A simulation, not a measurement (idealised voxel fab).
This is a process module. Its name is voxel lift off.
cross-section cut | 235 nm wide | cells 5 nm
Bands, listed from the top down, are how a cross-section gets written in this document; the cross-section itself is a grid of square cells, and a band is one or more rows of them. Basically the band line says how high the top is and how high the bottom is, in nm, and then what's in it from left to right, every material with its width in nm. Empty space shows up as "air", and if a single material carries "everywhere" it runs the full band edge to edge. Below 0: as-received wafer, all one material; heights counted from there. Lowest band: no bottom, goes on down, written "top 0, no bottom". A width such as "30 to 40" changes by the same amount from each row of cells to the next, from the band's top row to its bottom row. "identical to before" means the step left every cell of the cross-section as it was. What "Sealed void listing" gives you is every empty space of 8 cells or more that is cut off from the top. Each appears as width x height at distance, with the distance taken from the left edge and width, height and distance all in nm. The remark found on a step's line after its settings is issued by the simulator itself and pertains to that step. "overlay nm" on a masked step: distance the mask lay right of its planned place, negative for left. Read the rest as pairs. Take the cross-section before one process step, then the cross-section after it, which shows only down to the lowest band that changed. Under the pair, find the step between them and its settings. Bear in mind that pairs may come from different runs of this module on the same starting wafer: link a pair to the pair above it only where its entry headed "Incoming profile" says to.

## Incoming profile
> top 0, no bottom = Si everywhere
> Sealed void listing: none

## After the Step
> top 10, bottom 0 = SiN everywhere
> Under 0: no change, same as before.
> Sealed void listing: none
Between the cross-sections above, the step performed was op CONFORMAL_DEP | material SiN | thk nm 10

Incoming profile: after-step cross-section of the pair just above applies.

## After the Step
> top 40, bottom 10 = resist (85), air (25), resist (15), air (25), resist (85)
> Under 10: no change, same as before.
> Sealed void listing: none
Between the cross-sections above, the step performed was op PATTERN | tone open | mask id LINES | material resist | width nm 25 | pitch nm 40 | thk nm 30 | overlay nm 0

Incoming profile: after-step cross-section of the pair just above applies.

## After the Step
> top 55, bottom 40 = Ru (85), air (25), Ru (15), air (25), Ru (85)
> top 40, bottom 25 = resist (85), air (25), resist (15), air (25), resist (85)
> top 25, bottom 10 = resist (85), Ru (25), resist (15), Ru (25), resist (85)
> Under 10: no change, same as before.
> Sealed void listing: none
Between the cross-sections above, the step performed was op DIRECTIONAL_DEP | material Ru | thk nm 15

Incoming profile: after-step cross-section of the pair just above applies.

## After the Step
> top 25, bottom 10 = air (85), Ru (25), air (15), Ru (25), air (85)
> Under 10: no change, same as before.
> Sealed void listing: none
Between the cross-sections above, the step performed was op STRIP | etch materials resist

Incoming profile: after-step cross-section of the pair just above applies.

## After the Step
> top 35, bottom 25 = air (75), SiCN (85), air (75)
> top 25, bottom 20 = air (75), SiCN (10), Ru (25), SiCN (15), Ru (25), SiCN (10), air (75)
> top 20, bottom 10 = SiCN (85), Ru (25), SiCN (15), Ru (25), SiCN (85)
> Under 10: no change, same as before.
> Sealed void listing: none
Between the cross-sections above, the step performed was op CONFORMAL_DEP | material SiCN | thk nm 10

## Incoming profile
> top 40, bottom 10 = resist (85), air (25), resist (15), air (25), resist (85)
> top 10, bottom 0 = SiN everywhere
> top 0, no bottom = Si everywhere
> Sealed void listing: none

## After the Step
> top 65, bottom 40 = Ru (85), air (25), Ru (15), air (25), Ru (85)
> top 40, bottom 35 = resist (85), air (25), resist (15), air (25), resist (85)
> top 35, bottom 10 = resist (85), Ru (25), resist (15), Ru (25), resist (85)
> Under 10: no change, same as before.
> Sealed void listing: none
Between the cross-sections above, the step performed was op DIRECTIONAL_DEP | material Ru | thk nm 25

Incoming profile: after-step cross-section of the pair just above applies.

## After the Step
> top 35, bottom 10 = air (85), Ru (25), air (15), Ru (25), air (85)
> Under 10: no change, same as before.
> Sealed void listing: none
Between the cross-sections above, the step performed was op STRIP | etch materials resist

Incoming profile: after-step cross-section of the pair just above applies.

## After the Step
> top 45, bottom 35 = air (75), SiCN (85), air (75)
> top 35, bottom 20 = air (75), SiCN (10), Ru (25), SiCN (15), Ru (25), SiCN (10), air (75)
> top 20, bottom 10 = SiCN (85), Ru (25), SiCN (15), Ru (25), SiCN (85)
> Under 10: no change, same as before.
> Sealed void listing: none
Between the cross-sections above, the step performed was op CONFORMAL_DEP | material SiCN | thk nm 10

## Incoming profile
> top 10, bottom 0 = SiN everywhere
> top 0, no bottom = Si everywhere
> Sealed void listing: none

## After the Step
> top 40, bottom 10 = resist (90), air (15), resist (25), air (15), resist (90)
> Under 10: no change, same as before.
> Sealed void listing: none
Between the cross-sections above, the step performed was op PATTERN | tone open | mask id LINES | material resist | width nm 15 | pitch nm 40 | thk nm 30 | overlay nm 0

Incoming profile: after-step cross-section of the pair just above applies.

## After the Step
> top 55, bottom 40 = Ru (90), air (15), Ru (25), air (15), Ru (90)
> top 40, bottom 25 = resist (90), air (15), resist (25), air (15), resist (90)
> top 25, bottom 10 = resist (90), Ru (15), resist (25), Ru (15), resist (90)
> Under 10: no change, same as before.
> Sealed void listing: none
Between the cross-sections above, the step performed was op DIRECTIONAL_DEP | material Ru | thk nm 15

Incoming profile: after-step cross-section of the pair just above applies.

## After the Step
> top 25, bottom 10 = air (90), Ru (15), air (25), Ru (15), air (90)
> Under 10: no change, same as before.
> Sealed void listing: none
Between the cross-sections above, the step performed was op STRIP | etch materials resist

Incoming profile: after-step cross-section of the pair just above applies.

## After the Step
> top 35, bottom 25 = air (80), SiCN (35), air (5), SiCN (35), air (80)
> top 25, bottom 20 = air (80), SiCN (10), Ru (15), SiCN (10), air (5), SiCN (10), Ru (15), SiCN (10), air (80)
> top 20, bottom 10 = SiCN (90), Ru (15), SiCN (25), Ru (15), SiCN (90)
> Under 10: no change, same as before.
> Sealed void listing: none
Between the cross-sections above, the step performed was op CONFORMAL_DEP | material SiCN | thk nm 10

## Incoming profile
> top 10, bottom 0 = SiN everywhere
> top 0, no bottom = Si everywhere
> Sealed void listing: none

## After the Step
> top 40, bottom 10 = resist (90), air (25), resist (15), air (25), resist (80)
> Under 10: no change, same as before.
> Sealed void listing: none
Between the cross-sections above, the step performed was op PATTERN | tone open | mask id LINES | material resist | width nm 25 | pitch nm 40 | thk nm 30 | overlay nm 5

Incoming profile: after-step cross-section of the pair just above applies.

## After the Step
> top 55, bottom 40 = Ru (90), air (25), Ru (15), air (25), Ru (80)
> top 40, bottom 25 = resist (90), air (25), resist (15), air (25), resist (80)
> top 25, bottom 10 = resist (90), Ru (25), resist (15), Ru (25), resist (80)
> Under 10: no change, same as before.
> Sealed void listing: none
Between the cross-sections above, the step performed was op DIRECTIONAL_DEP | material Ru | thk nm 15

Incoming profile: after-step cross-section of the pair just above applies.

## After the Step
> top 25, bottom 10 = air (90), Ru (25), air (15), Ru (25), air (80)
> Under 10: no change, same as before.
> Sealed void listing: none
Between the cross-sections above, the step performed was op STRIP | etch materials resist

Incoming profile: after-step cross-section of the pair just above applies.

## After the Step
> top 35, bottom 25 = air (80), SiCN (85), air (70)
> top 25, bottom 20 = air (80), SiCN (10), Ru (25), SiCN (15), Ru (25), SiCN (10), air (70)
> top 20, bottom 10 = SiCN (90), Ru (25), SiCN (15), Ru (25), SiCN (80)
> Under 10: no change, same as before.
> Sealed void listing: none
Between the cross-sections above, the step performed was op CONFORMAL_DEP | material SiCN | thk nm 10

## Incoming profile
> top 40, bottom 10 = resist (85), air (25), resist (15), air (25), resist (85)
> top 10, bottom 0 = SiN everywhere
> top 0, no bottom = Si everywhere
> Sealed void listing: none

## After the Step
> top 55, bottom 40 = SiN (85), air (25), SiN (15), air (25), SiN (85)
> top 40, bottom 25 = resist (85), air (25), resist (15), air (25), resist (85)
> top 25, bottom 10 = resist (85), SiN (25), resist (15), SiN (25), resist (85)
> Under 10: no change, same as before.
> Sealed void listing: none
Between the cross-sections above, the step performed was op DIRECTIONAL_DEP | material SiN | thk nm 15

Incoming profile: after-step cross-section of the pair just above applies.

## After the Step
> top 25, bottom 10 = air (85), SiN (25), air (15), SiN (25), air (85)
> Under 10: no change, same as before.
> Sealed void listing: none
Between the cross-sections above, the step performed was op STRIP | etch materials resist

Incoming profile: after-step cross-section of the pair just above applies.

## After the Step
> top 35, bottom 25 = air (75), SiCN (85), air (75)
> top 25, bottom 20 = air (75), SiCN (10), SiN (25), SiCN (15), SiN (25), SiCN (10), air (75)
> top 20, bottom 10 = SiCN (85), SiN (25), SiCN (15), SiN (25), SiCN (85)
> Under 10: no change, same as before.
> Sealed void listing: none
Between the cross-sections above, the step performed was op CONFORMAL_DEP | material SiCN | thk nm 10

## Incoming profile
> top 10, bottom 0 = SiN everywhere
> top 0, no bottom = Si everywhere
> Sealed void listing: none

## After the Step
> top 40, bottom 10 = air (85), resist (25), air (15), resist (25), air (85)
> Under 10: no change, same as before.
> Sealed void listing: none
Between the cross-sections above, the step performed was op PATTERN | tone cover | mask id LINES | material resist | width nm 25 | pitch nm 40 | thk nm 30 | overlay nm 0

Incoming profile: after-step cross-section of the pair just above applies.

## After the Step
> top 55, bottom 40 = air (85), Ru (25), air (15), Ru (25), air (85)
> top 40, bottom 25 = air (85), resist (25), air (15), resist (25), air (85)
> top 25, bottom 10 = Ru (85), resist (25), Ru (15), resist (25), Ru (85)
> Under 10: no change, same as before.
> Sealed void listing: none
Between the cross-sections above, the step performed was op DIRECTIONAL_DEP | material Ru | thk nm 15

Incoming profile: after-step cross-section of the pair just above applies.

## After the Step
> top 25, bottom 10 = Ru (85), air (25), Ru (15), air (25), Ru (85)
> Under 10: no change, same as before.
> Sealed void listing: none
Between the cross-sections above, the step performed was op STRIP | etch materials resist

Incoming profile: after-step cross-section of the pair just above applies.

## After the Step
> top 35, bottom 25 = SiCN (95), air (5), SiCN (35), air (5), SiCN (95)
> top 25, bottom 20 = Ru (85), SiCN (10), air (5), SiCN (10), Ru (15), SiCN (10), air (5), SiCN (10), Ru (85)
> top 20, bottom 10 = Ru (85), SiCN (25), Ru (15), SiCN (25), Ru (85)
> Under 10: no change, same as before.
> Sealed void listing: none
Between the cross-sections above, the step performed was op CONFORMAL_DEP | material SiCN | thk nm 10
